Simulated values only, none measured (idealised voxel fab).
process module | voxel released beams
cross-section cut | 160 nm wide | cells 5 nm
A cross-section is a grid of square cells, given in bands from the top down. A band is one or more rows of cells.
Each band's line starts with the height of the band's top and of its bottom, in nm. Then come its materials from left to right, each with its width in nm. One material with "throughout" fills the band from edge to edge. "air" is empty space.
Height 0 is the level under which the wafer as received is all one material. The lowest band goes on downwards, as in "0 down".
A width such as "30 to 40" changes by the same amount from each row of cells to the next, from the band's top row to its bottom row.
"no change" after a step means that no cell of the cross-section changed.
closed voids: empty space of 8 cells or more with no open way to the top, each as width x height at its distance from the left edge, in nm
after a step's settings: what the simulator itself notes on the step
overlay nm, on a step with a mask: how far to the right of its planned place the mask lay; to the left if negative
plan
1 op RECEIVE | material Si
2 op CONFORMAL_DEP | material SiN | thk nm 5
3 op DIRECTIONAL_DEP | material SiO2 | thk nm 15
4 op DIRECTIONAL_DEP | material aC | thk nm 15
5 op PATTERN | tone open | mask id ANCHOR | material resist | width nm 25 | thk nm 35 | overlay nm 0
6 op DIRECTIONAL_ETCH | etch materials aC | depth nm 15
7 op STRIP | etch materials resist
8 op DIRECTIONAL_ETCH | etch materials SiO2 | depth nm 15
9 op STRIP | etch materials aC
10 op CONFORMAL_DEP | material W | thk nm 15
11 op PATTERN | tone cover | mask id BEAM | material resist | width nm 110 | thk nm 15 | overlay nm 0
12 op DIRECTIONAL_ETCH | etch materials W | depth nm 15
13 op STRIP | etch materials resist
14 op STRIP | etch materials SiO2
varied across the wafers: width nm of step 5. The plan shows the first wafer's value. All wafers start alike
first wafer as received, after step 1
  0 down: Si throughout
  closed voids: none
each wafer at the end: cells of each material gained (+) or lost (-) since it was received, then its closed voids
width nm 25 | +32 SiN | +81 W | closed voids: none
width nm 30 | +32 SiN | +84 W | closed voids: none
width nm 35 | +32 SiN | +84 W | closed voids: none
width nm 40 | +32 SiN | +84 W | closed voids: none
width nm 45 | +32 SiN | +84 W | closed voids: none
width nm 50 | +32 SiN | +84 W | closed voids: none
